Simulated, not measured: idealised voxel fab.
Proc. module: voxel capacitor over wiring
We display cut, a cross-section 230 nm in width whose square cells are each 5 nm.
Each cross-section below is a grid of square cells, stated as bands in top-down order, with one or more rows of cells making up each band.
For a band, the entry starts with two heights in nm, that of the top and then that of the bottom, and carries on with the band's materials in order from left to right, each alongside its width in nm; the word "full width" beside a single material means it fills the band edge to edge, and "empty" means empty space.
Convention: height 0 is the level below which the wafer, as received, is all one material. The lowest band does not terminate at the bottom but continues downward, represented as "from 0 down".
The expression "30 to 40" gives the width at the extremes of the band, the first number at its top row of cells and the second at its bottom row, with the width changing by equal amounts from each row to the next in between.
Given "remained the same" for a step, no cell of the cross-section differs between before and after that step.
You'll see "Enclosed cavities" listing empty spaces that have no way open to the top, as long as they're 8 cells or more; the notation is width x height at distance, where the distance is from the left edge, and all of it is in nm.
Note: text after step settings on the step line = simulator remark on that step.
Steps that use a mask can have "overlay nm" on their line. It says how far the mask sat to the right of where it was meant to be. Negative means to the left.

**Here's what the planned process steps look like**
1) RECEIVE,material Si
2) CONFORMAL_DEP,material SiO2,thk nm 10
3) CONFORMAL_DEP,material SiCN,thk nm 5
4) DIRECTIONAL_DEP,material SiO2,thk nm 20
5) DIRECTIONAL_DEP,material aC,thk nm 15
6) PATTERN,tone open,mask id METAL_1,material resist,width nm 30,pitch nm 95,thk nm 35,overlay nm -15
7) DIRECTIONAL_ETCH,etch materials aC,depth nm 15
8) STRIP,etch materials resist
9) DIRECTIONAL_ETCH,etch materials SiO2,depth nm 20
10) DIRECTIONAL_ETCH,etch materials SiCN,depth nm 5
11) STRIP,etch materials aC
12) CONFORMAL_DEP,material TiN,thk nm 5
13) FILL_DEP,material Ru,thk nm 5
14) CMP,height nm 35
15) CONFORMAL_DEP,material SiCN,thk nm 5
16) DIRECTIONAL_DEP,material lowk,thk nm 15
17) DIRECTIONAL_DEP,material aC,thk nm 10
18) PATTERN,tone open,mask id PLUG_1,material resist,width nm 15,thk nm 30,overlay nm 0
19) DIRECTIONAL_ETCH,etch materials aC,depth nm 10
20) STRIP,etch materials resist
21) DIRECTIONAL_ETCH,etch materials lowk,depth nm 15
22) DIRECTIONAL_ETCH,etch materials SiCN,depth nm 5
23) STRIP,etch materials aC
24) EPI,material Ru,thk nm 10
25) EPI,material Ru,thk nm 10
26) DIRECTIONAL_DEP,material TiN,thk nm 10
27) DIRECTIONAL_DEP,material SiN,thk nm 5
28) DIRECTIONAL_DEP,material TiN,thk nm 10
29) MASKED_ETCH,tone cover,mask id UPPER_PLATE,width nm 70,etch materials TiN,depth nm 10,overlay nm 0
30) MASKED_ETCH,tone cover,mask id UPPER_PLATE,width nm 70,etch materials SiN,depth nm 5,overlay nm 0
31) DIRECTIONAL_DEP,material aC,thk nm 10
32) PATTERN,tone cover,mask id LOWER_PLATE,material resist,width nm 80,thk nm 25,overlay nm 0
33) DIRECTIONAL_ETCH,etch materials aC,depth nm 10
34) STRIP,etch materials resist
35) DIRECTIONAL_ETCH,etch materials TiN,depth nm 10
36) STRIP,etch materials aC
37) FILL_DEP,material SiO2,thk nm 15
38) CMP,height nm 90
39) DIRECTIONAL_DEP,material aC,thk nm 15
40) PATTERN,tone open,mask id PLUG_2,material resist,width nm 15,thk nm 35,overlay nm 0
41) DIRECTIONAL_ETCH,etch materials aC,depth nm 15
42) STRIP,etch materials resist
43) DIRECTIONAL_ETCH,etch materials SiO2,depth nm 10
44) STRIP,etch materials aC
45) CONFORMAL_DEP,material TiN,thk nm 5
46) FILL_DEP,material W,thk nm 5
47) CMP,height nm 90
48) CONFORMAL_DEP,material SiN,thk nm 5
Wafer-to-wafer difference: overlay nm, step 6. Common start. Plan = first wafer's value.

**The as-received cross-section of the first of several wafers corresponds to the state after step 1**
	from 0 down | Si full width
	Enclosed cavities: none

**Basically each wafer gets a line in the table, showing it at the end of the module: material by material, the cells it gained (+) or lost (-) since we got it, then its closed voids**
overlay nm -15, +32 Ru, +77 SiCN, +60 SiN, +482 SiO2, +93 TiN, +1 W, +129 lowk, Enclosed cavities: none
overlay nm -10, +44 Ru, +77 SiCN, +60 SiN, +470 SiO2, +93 TiN, +1 W, +129 lowk, Enclosed cavities: none
overlay nm -5, +44 Ru, +77 SiCN, +60 SiN, +470 SiO2, +93 TiN, +1 W, +129 lowk, Enclosed cavities: none
overlay nm 0, +44 Ru, +77 SiCN, +60 SiN, +470 SiO2, +93 TiN, +1 W, +129 lowk, Enclosed cavities: none
overlay nm 5, +44 Ru, +77 SiCN, +60 SiN, +470 SiO2, +93 TiN, +1 W, +129 lowk, Enclosed cavities: none
overlay nm 10, +44 Ru, +77 SiCN, +60 SiN, +470 SiO2, +93 TiN, +1 W, +129 lowk, Enclosed cavities: none
overlay nm 15, +44 Ru, +77 SiCN, +60 SiN, +470 SiO2, +93 TiN, +1 W, +129 lowk, Enclosed cavities: none
